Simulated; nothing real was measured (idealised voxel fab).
Process module name: voxel transistor to metal
Cross-section cut spans 160 nm and uses square cells 5 nm in size.
For the purposes of this document, a cross-section shall be understood as a grid of square cells, specified as bands listed in top-to-bottom order, each band consisting of one or more rows of cells.
Per band: top height and bottom height in nm, followed by the left-to-right materials and their widths in nm; "edge to edge" marks a single material spanning edge to edge, "air" marks empty space.
Where do heights start? At 0: under that level the wafer as delivered is made of one material only. And the lowest band has no floor; it just carries on downward, as in "z 0 and below".
It should be noted that a width expressed as "30 to 40" varies in equal increments from row to row of cells within the band, taking the value of the first number at the top row and that of the second number at the bottom row.
Step note "all unchanged" = no cross-section cell changed.
For the entry "Internal closed voids", the listed items are empty spaces with no open way to the top whose size is 8 cells or more; each item follows the pattern width x height at distance, where distance is from the left edge and all three are in nm.
That trailing text on a step's line, after the settings, is the simulator's own remark on the step.
"overlay nm" answers the question of how far to the right of plan the mask lay on a step that has a mask, and when it is negative the answer is to the left.
-- Intended process steps
1 RECEIVE | material Si
2 CONFORMAL_DEP | material SiO2 | thk nm 5
3 CONFORMAL_DEP | material SiN | thk nm 10
4 MASKED_ETCH | tone cover | mask id ACTIVE | width nm 100 | etch materials SiN | depth nm 10 | overlay nm 0
5 MASKED_ETCH | tone cover | mask id ACTIVE | width nm 100 | etch materials SiO2 | depth nm 5 | overlay nm 0
6 MASKED_ETCH | tone cover | mask id ACTIVE | width nm 100 | etch materials Si | depth nm 20 | overlay nm 0
7 OXIDIZE | depth nm 5
8 FILL_DEP | material SiO2 | thk nm 5
9 CMP | height nm 15
10 SELECTIVE_ETCH | etch materials SiO2 | depth nm 10
11 STRIP | etch materials SiN
12 SELECTIVE_ETCH | etch materials SiO2 | depth nm 5
13 OXIDIZE | depth nm 5
14 DIRECTIONAL_DEP | material polySi | thk nm 20
15 DIRECTIONAL_DEP | material SiCN | thk nm 10
16 DIRECTIONAL_DEP | material aC | thk nm 15
17 PATTERN | tone cover | mask id GATE | material resist | width nm 30 | thk nm 30 | overlay nm 0
18 DIRECTIONAL_ETCH | etch materials aC | depth nm 15
19 STRIP | etch materials resist
20 DIRECTIONAL_ETCH | etch materials SiCN | depth nm 20
21 DIRECTIONAL_ETCH | etch materials polySi | depth nm 30
22 STRIP | etch materials aC
23 CONFORMAL_DEP | material SiO2 | thk nm 5
24 DIRECTIONAL_ETCH | etch materials SiO2 | depth nm 5
25 CONFORMAL_DEP | material SiN | thk nm 10
26 DIRECTIONAL_ETCH | etch materials SiN | depth nm 10
27 DIRECTIONAL_ETCH | etch materials SiO2 | depth nm 5
28 DIRECTIONAL_ETCH | etch materials Si | depth nm 15
29 EPI | material SiGe | thk nm 20
30 FILL_DEP | material SiO2 | thk nm 5
31 CMP | height nm 20
32 STRIP | etch materials polySi
33 SELECTIVE_ETCH | etch materials SiO2 | depth nm 5
34 CONFORMAL_DEP | material HfO2 | thk nm 5
35 CONFORMAL_DEP | material TiN | thk nm 5
36 FILL_DEP | material W | thk nm 5
37 CMP | height nm 15
38 DIRECTIONAL_DEP | material SiO2 | thk nm 15
39 MASKED_ETCH | tone open | mask id CONTACT | width nm 15 | pitch nm 75 | etch materials SiO2 | depth nm 15 | overlay nm 0
40 CONFORMAL_DEP | material TiN | thk nm 5
41 FILL_DEP | material Ru | thk nm 10
42 CMP | height nm 30
43 DIRECTIONAL_DEP | material TiN | thk nm 5
44 DIRECTIONAL_DEP | material W | thk nm 15
45 DIRECTIONAL_DEP | material aC | thk nm 15
46 PATTERN | tone cover | mask id METAL_1 | material resist | width nm 15 | pitch nm 75 | thk nm 30 | overlay nm 0
47 DIRECTIONAL_ETCH | etch materials aC | depth nm 15
48 STRIP | etch materials resist
49 DIRECTIONAL_ETCH | etch materials W | depth nm 15
50 DIRECTIONAL_ETCH | etch materials TiN | depth nm 5
51 STRIP | etch materials aC
52 FILL_DEP | material lowk | thk nm 10
53 CMP | height nm 50
54 CONFORMAL_DEP | material SiN | thk nm 5
-- Incoming wafer in cross-section (state: after step 1)
    z 0 and below  Si edge to edge
    Internal closed voids: none
-- This is how the wafer looks in cross-section once the module is done, given the starting state and plan above and one mistake in carrying the plan out
    z 55 to 50  SiN edge to edge
    z 50 to 35  35 of lowk; 20 of W; 55 of lowk; 20 of W; 30 of lowk
    z 35 to 30  35 of lowk; 20 of TiN; 55 of lowk; 20 of TiN; 30 of lowk
    z 30 to 20  35 of SiO2; 5 of TiN; 5 of Ru; 5 of TiN; 60 of SiO2; 5 of TiN; 5 of Ru; 5 of TiN; 35 of SiO2
    z 20 to 15  35 of SiO2; 15 of TiN; 60 of SiO2; 15 of TiN; 35 of SiO2
    z 15 to 5  30 of SiO2; 20 of SiGe; 10 of SiN; 5 of HfO2; 5 of TiN; 20 of W; 5 of TiN; 5 of HfO2; 10 of SiN; 20 of SiGe; 30 of SiO2
    z 5 to 0  30 of SiO2; 20 of SiGe; 10 of SiN; 5 of HfO2; 30 of TiN; 5 of HfO2; 10 of SiN; 20 of SiGe; 30 of SiO2
    z 0 to -5  30 of SiO2; 20 of SiGe; 10 of SiO2; 40 of HfO2; 10 of SiO2; 20 of SiGe; 30 of SiO2
    z -5 to -20  35 of SiO2; 15 of SiGe; 60 of Si; 15 of SiGe; 35 of SiO2
    z -20 to -25  35 of SiO2; 90 of Si; 35 of SiO2
    z -25 and below  Si edge to edge
    Internal closed voids: none
Deviation noted in wafer processing: off-plan run, step 46, actual operation and settings PATTERN | tone cover | mask id METAL_1 | material resist | width nm 20 | pitch nm 75 | thk nm 30 | overlay nm 0
